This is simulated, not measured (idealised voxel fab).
voxel gate over fins: a process module
Cross-section cut: width 250 nm, square cells of 5 nm.
Cross-section layout: square cells on a grid; listed as bands, top to bottom; a band spans one or more cell rows.
For a band, the entry starts with two heights in nm, that of the top and then that of the bottom, and carries on with the band's materials in order from left to right, each alongside its width in nm; the word "edge to edge" beside a single material means it fills the band edge to edge, and "blank" means empty space.
Beneath 0, the wafer as received is one material, and that level is where height counting begins. The lowest band goes on downward without a bottom; it is written like "0..down".
It should be noted that a width expressed as "30 to 40" varies in equal increments from row to row of cells within the band, taking the value of the first number at the top row and that of the second number at the bottom row.
Take "changes: none" at face value: in the step it is given for, the cross-section changed in none of its cells.
"Closed void register": empty spaces of 8 cells or more with no open way to the top, each given as width x height at distance, distance from the left edge, all in nm.
It should be noted that, on the line of a given step, the content following the step's settings is a remark produced by the simulator itself with respect to that step.
For masked steps, "overlay nm" on the step line gives how far right of plan the mask actually lay; a minus sign means it lay to the left.

Process steps - plan:
| 1 | RECEIVE (material Si) |
| 2 | CONFORMAL_DEP (material SiN; thk nm 10) |
| 3 | PATTERN (tone cover; mask id FINS; material resist; width nm 15; pitch nm 60; thk nm 20; overlay nm 0) |
| 4 | DIRECTIONAL_ETCH (etch materials SiN; depth nm 10) |
| 5 | DIRECTIONAL_ETCH (etch materials Si; depth nm 40) |
| 6 | STRIP (etch materials resist) |
| 7 | OXIDIZE (depth nm 5) |
| 8 | FILL_DEP (material SiO2; thk nm 5) |
| 9 | CMP (height nm 10) |
| 10 | MASKED_ETCH (tone open; mask id RAIL; width nm 15; etch materials SiO2; depth nm 45; overlay nm -15) |
| 11 | CONFORMAL_DEP (material TiN; thk nm 5) |
| 12 | FILL_DEP (material Ru; thk nm 10) |
| 13 | CMP (height nm 10) |
| 14 | SELECTIVE_ETCH (etch materials W Ru TiN; depth nm 25) |
| 15 | FILL_DEP (material SiO2; thk nm 5) |
| 16 | CMP (height nm 10) |
| 17 | SELECTIVE_ETCH (etch materials SiO2; depth nm 20) |
| 18 | STRIP (etch materials SiN) |
| 19 | CONFORMAL_DEP (material HfO2; thk nm 5) |
| 20 | CONFORMAL_DEP (material TiN; thk nm 5) |
| 21 | CONFORMAL_DEP (material TiAl; thk nm 5) |
| 22 | CONFORMAL_DEP (material TiN; thk nm 5) |
| 23 | FILL_DEP (material W; thk nm 10) |
| 24 | CMP (height nm 25) |
| 25 | CONFORMAL_DEP (material SiCN; thk nm 10) |
Every wafer here starts from the same state; it is the step 10 overlay nm that distinguishes them, and the value the plan gives belongs to the first wafer.

The as-received cross-section of the first of several wafers corresponds to the state after step 1:
- 0..down | Si edge to edge
- Closed void register: none

So in this table every wafer gets its own row, and what you see is where it stands at the end of the module: for each material, how many cells it picked up (+) or gave up (-) since we received it, and after that its closed voids:
overlay nm -15, +66 HfO2, +3 Ru, -414 Si, +100 SiCN, +310 SiO2, +66 TiAl, +141 TiN, +78 W, Closed void register: none
overlay nm -10, +66 HfO2, +3 Ru, -414 Si, +100 SiCN, +310 SiO2, +66 TiAl, +141 TiN, +78 W, Closed void register: none
overlay nm -5, +66 HfO2, +3 Ru, -414 Si, +100 SiCN, +310 SiO2, +66 TiAl, +141 TiN, +78 W, Closed void register: none
overlay nm 0, +66 HfO2, +3 Ru, -414 Si, +100 SiCN, +310 SiO2, +66 TiAl, +141 TiN, +78 W, Closed void register: none
overlay nm 5, +66 HfO2, +3 Ru, -414 Si, +100 SiCN, +310 SiO2, +66 TiAl, +141 TiN, +78 W, Closed void register: none
overlay nm 10, +66 HfO2, +3 Ru, -414 Si, +100 SiCN, +310 SiO2, +66 TiAl, +141 TiN, +78 W, Closed void register: none
overlay nm 15, +66 HfO2, +3 Ru, -414 Si, +100 SiCN, +310 SiO2, +66 TiAl, +141 TiN, +78 W, Closed void register: none
